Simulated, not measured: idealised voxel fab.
Process module under the name voxel capacitor over wiring
Cross-sectional view cut (width: 225 nm; square cell size: 5 nm).
Bands, listed from the top down, are how a cross-section gets written in this document; the cross-section itself is a grid of square cells, and a band is one or more rows of them.
Each band's line starts with the height of the band's top and of its bottom, in nm. Then come its materials from left to right, each with its width in nm. One material with "edge to edge" fills the band from edge to edge. "blank" is empty space.
Counting heights begins at 0, where everything beneath is, in the wafer as received, one material. The lowest band has no bottom; it goes on downwards, as "0 nm and below" shows.
The width entry "30..40" should be interpreted row by row: the top row of cells in the band takes the first number, the bottom row takes the second number, and the change between adjacent rows is uniform throughout.
"no alteration" for a step: no cell of the cross-section changed in that step.
Closed empty spaces (no open way to the top) of 8 cells or more are what "Enclosed empty spaces" lists, each as width x height at distance from the left edge, nm for all three.
Heads up: the bit after the settings on a step's line is the simulator's remark on that step.
On any step carrying a mask, the "overlay nm" setting, if present on the step's line, tells how far right of its planned place the mask lay; negative values point to the left.

SO HERE'S THE LINEUP OF PROCESS STEPS WE PLANNED
1: RECEIVE [material Si]
2: CONFORMAL_DEP [material SiO2] [thk nm 15]
3: CONFORMAL_DEP [material SiCN] [thk nm 5]
4: DIRECTIONAL_DEP [material SiO2] [thk nm 20]
5: PATTERN [tone open] [mask id METAL_1] [material resist] [width nm 30] [pitch nm 95] [thk nm 15] [overlay nm 0]
6: DIRECTIONAL_ETCH [etch materials SiO2] [depth nm 20]
7: DIRECTIONAL_ETCH [etch materials SiCN] [depth nm 5]
8: STRIP [etch materials resist]
9: CONFORMAL_DEP [material TiN] [thk nm 5]
10: FILL_DEP [material Cu] [thk nm 10]
11: CMP [height nm 40]
12: EPI [material Ru] [thk nm 5]
13: FILL_DEP [material SiCN] [thk nm 5]
14: DIRECTIONAL_DEP [material lowk] [thk nm 15]
15: MASKED_ETCH [tone open] [mask id PLUG_1] [width nm 15] [etch materials lowk] [depth nm 15] [overlay nm 0]
16: MASKED_ETCH [tone open] [mask id PLUG_1] [width nm 15] [etch materials SiCN] [depth nm 5] [overlay nm 0]
17: CONFORMAL_DEP [material TiN] [thk nm 5]
18: FILL_DEP [material Ru] [thk nm 10]
19: CMP [height nm 65]
20: DIRECTIONAL_DEP [material TiN] [thk nm 5]
21: DIRECTIONAL_DEP [material SiN] [thk nm 5]
22: DIRECTIONAL_DEP [material TiN] [thk nm 10]
23: PATTERN [tone cover] [mask id UPPER_PLATE] [material resist] [width nm 70] [thk nm 15] [overlay nm 0]
24: DIRECTIONAL_ETCH [etch materials TiN] [depth nm 10]
25: DIRECTIONAL_ETCH [etch materials SiN] [depth nm 5]
26: STRIP [etch materials resist]
27: PATTERN [tone cover] [mask id LOWER_PLATE] [material resist] [width nm 80] [thk nm 20] [overlay nm 0]
28: DIRECTIONAL_ETCH [etch materials TiN] [depth nm 5]
29: STRIP [etch materials resist]
30: FILL_DEP [material SiO2] [thk nm 20]
31: CMP [height nm 100]
32: DIRECTIONAL_DEP [material aC] [thk nm 10]
33: PATTERN [tone open] [mask id PLUG_2] [material resist] [width nm 15] [thk nm 30] [overlay nm 0]
34: DIRECTIONAL_ETCH [etch materials aC] [depth nm 10]
35: STRIP [etch materials resist]
36: DIRECTIONAL_ETCH [etch materials SiO2] [depth nm 15]
37: STRIP [etch materials aC]
38: CONFORMAL_DEP [material TiN] [thk nm 5]
39: FILL_DEP [material W] [thk nm 5]
40: CMP [height nm 100]
41: CONFORMAL_DEP [material SiCN] [thk nm 5]
Wafer-to-wafer difference: width nm, step 15. Common start. Plan = first wafer's value.

THE FIRST OF SEVERAL WAFERS AS RECEIVED, SHOWN IN CROSS-SECTION; THIS IS ITS STATE AFTER STEP 1
	0 nm and below: Si edge to edge
	Enclosed empty spaces: none

TAKE A LOOK AT THE FIRST OF SEVERAL WAFERS IN CROSS-SECTION: THE MODULE IS DONE, AND STEP 41 WAS ITS LAST STEP
	105 nm to 100 nm: SiCN edge to edge
	100 nm to 90 nm: SiO2 (75) / TiN (5) / W (5) / TiN (5) / SiO2 (135)
	90 nm to 85 nm: SiO2 (75) / TiN (15) / SiO2 (135)
	85 nm to 75 nm: SiO2 (65) / TiN (70) / SiO2 (90)
	75 nm to 70 nm: SiO2 (65) / SiN (70) / SiO2 (90)
	70 nm to 65 nm: SiO2 (60) / TiN (80) / SiO2 (85)
	65 nm to 50 nm: lowk (65) / TiN (5) / Ru (5) / TiN (5) / lowk (145)
	50 nm to 45 nm: SiCN (65) / TiN (15) / SiCN (145)
	45 nm to 40 nm: SiCN (45) / Ru (40) / SiCN (55) / Ru (40) / SiCN (45)
	40 nm to 20 nm: SiO2 (50) / TiN (5) / Cu (20) / TiN (5) / SiO2 (65) / TiN (5) / Cu (20) / TiN (5) / SiO2 (50)
	20 nm to 15 nm: SiCN (50) / TiN (30) / SiCN (65) / TiN (30) / SiCN (50)
	15 nm to 0 nm: SiO2 edge to edge
	0 nm and below: Si edge to edge
	Enclosed empty spaces: none

SECTIONAL VIEW OF THE LAST WAFER UPON COMPLETION OF THE MODULE
	105 nm to 100 nm: SiCN edge to edge
	100 nm to 90 nm: SiO2 (75) / TiN (5) / W (5) / TiN (5) / SiO2 (135)
	90 nm to 85 nm: SiO2 (75) / TiN (15) / SiO2 (135)
	85 nm to 75 nm: SiO2 (65) / TiN (70) / SiO2 (90)
	75 nm to 70 nm: SiO2 (65) / SiN (70) / SiO2 (90)
	70 nm to 65 nm: SiO2 (60) / TiN (80) / SiO2 (85)
	65 nm to 55 nm: lowk (60) / TiN (5) / Ru (20) / TiN (5) / lowk (135)
	55 nm to 50 nm: lowk (60) / TiN (10) / Ru (5) / TiN (15) / lowk (135)
	50 nm to 45 nm: SiCN (65) / TiN (15) / SiCN (145)
	45 nm to 40 nm: SiCN (45) / Ru (40) / SiCN (55) / Ru (40) / SiCN (45)
	40 nm to 20 nm: SiO2 (50) / TiN (5) / Cu (20) / TiN (5) / SiO2 (65) / TiN (5) / Cu (20) / TiN (5) / SiO2 (50)
	20 nm to 15 nm: SiCN (50) / TiN (30) / SiCN (65) / TiN (30) / SiCN (50)
	15 nm to 0 nm: SiO2 edge to edge
	0 nm and below: Si edge to edge
	Enclosed empty spaces: none

WHERE EACH WAFER STANDS AT THE END OF THE MODULE, A ROW APIECE: CELLS OF EACH MATERIAL GAINED (+) OR LOST (-) SINCE IT WAS RECEIVED, THEN CLOSED VOIDS
width nm 15 | +32 Cu | +19 Ru | +149 SiCN | +14 SiN | +515 SiO2 | +88 TiN | +2 W | +126 lowk | Enclosed empty spaces: none
width nm 20 | +32 Cu | +21 Ru | +149 SiCN | +14 SiN | +515 SiO2 | +89 TiN | +2 W | +123 lowk | Enclosed empty spaces: none
width nm 25 | +32 Cu | +23 Ru | +149 SiCN | +14 SiN | +515 SiO2 | +90 TiN | +2 W | +120 lowk | Enclosed empty spaces: none
width nm 30 | +32 Cu | +25 Ru | +149 SiCN | +14 SiN | +515 SiO2 | +91 TiN | +2 W | +117 lowk | Enclosed empty spaces: none
